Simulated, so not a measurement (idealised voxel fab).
Process module, titled voxel ribs on slabs
Section cut is 165 nm wide and gridded with 5 nm square cells.
Think of the cross-section as a grid of square cells. We describe it in bands, top to bottom, and each band covers one or more rows of those cells. Each band's line starts with the height of the band's top and of its bottom, in nm. Then come its materials from left to right, each with its width in nm. One material with "all across" fills the band from edge to edge. "blank" is empty space. Where do heights start? At 0: under that level the wafer as delivered is made of one material only. And the lowest band has no floor; it just carries on downward, as in "top 0, no bottom". So if you see something like "30->40" for the width, read it as the top row of the band sitting at the first number and the bottom row at the second, with every row in between moving by the same amount as the last. Where the words "stayed the same" appear for a step, the cross-section shows no cell changed by that step; every cell remained as before. Enclosed voids (no open way to top), threshold 8 cells or more, entry "Fully sealed voids", notation width x height at distance, distance from left edge, nm. It should be noted that, on the line of a given step, the content following the step's settings is a remark produced by the simulator itself with respect to that step. If you see "overlay nm" on a step's line and that step has a mask, it's telling you how far right of where it was planned the mask ended up; a negative number means it went left instead.

# Here's what the planned process steps look like
1) RECEIVE,material Si
2) DIRECTIONAL_DEP,material SiO2,thk nm 20
3) DIRECTIONAL_DEP,material polySi,thk nm 20
4) PATTERN,tone cover,mask id RIB,material resist,width nm 15,thk nm 15,overlay nm 0
5) DIRECTIONAL_ETCH,etch materials polySi,depth nm 15
6) STRIP,etch materials resist
7) DIRECTIONAL_DEP,material aC,thk nm 15
8) PATTERN,tone cover,mask id SLAB,material resist,width nm 55,thk nm 30,overlay nm 0
9) DIRECTIONAL_ETCH,etch materials aC,depth nm 15
10) STRIP,etch materials resist
11) DIRECTIONAL_ETCH,etch materials polySi,depth nm 5
12) STRIP,etch materials aC
13) FILL_DEP,material SiO2,thk nm 30
14) CMP,height nm 60
15) DIRECTIONAL_DEP,material W,thk nm 5
16) DIRECTIONAL_DEP,material aC,thk nm 15
17) PATTERN,tone cover,mask id HEATER,material resist,width nm 25,thk nm 35,overlay nm 0
18) DIRECTIONAL_ETCH,etch materials aC,depth nm 15
19) STRIP,etch materials resist
20) DIRECTIONAL_ETCH,etch materials W,depth nm 5
21) STRIP,etch materials aC
22) CONFORMAL_DEP,material SiO2,thk nm 5

# Incoming wafer in cross-section (state: after step 1)
	top 0, no bottom | Si all across
	Fully sealed voids: none

# Run as planned - first of the two wafers cross-sectioned at the end of the module
	top 70, bottom 65 | blank 65 nm / SiO2 35 nm / blank 65 nm
	top 65, bottom 60 | SiO2 70 nm / W 25 nm / SiO2 70 nm
	top 60, bottom 40 | SiO2 all across
	top 40, bottom 25 | SiO2 75 nm / polySi 15 nm / SiO2 75 nm
	top 25, bottom 20 | SiO2 55 nm / polySi 55 nm / SiO2 55 nm
	top 20, bottom 0 | SiO2 all across
	top 0, no bottom | Si all across
	Fully sealed voids: none

# What the second wafer looks like in cross-section once the module is done. Its start and its plan matched the first wafer's exactly; what differed was one mistake in how it was run
	top 65, bottom 60 | blank 65 nm / SiO2 35 nm / blank 65 nm
	top 60, bottom 55 | SiO2 70 nm / W 25 nm / SiO2 70 nm
	top 55, bottom 40 | SiO2 all across
	top 40, bottom 25 | SiO2 75 nm / polySi 15 nm / SiO2 75 nm
	top 25, bottom 20 | SiO2 55 nm / polySi 55 nm / SiO2 55 nm
	top 20, bottom 0 | SiO2 all across
	top 0, no bottom | Si all across
	Fully sealed voids: none
What broke from the plan during processing? step 14 ran with different settings than intended, the actual operation and settings being CMP,height nm 55
Counted in cells at the end, the second wafer holds more or fewer of these materials than the first: SiO2 -33
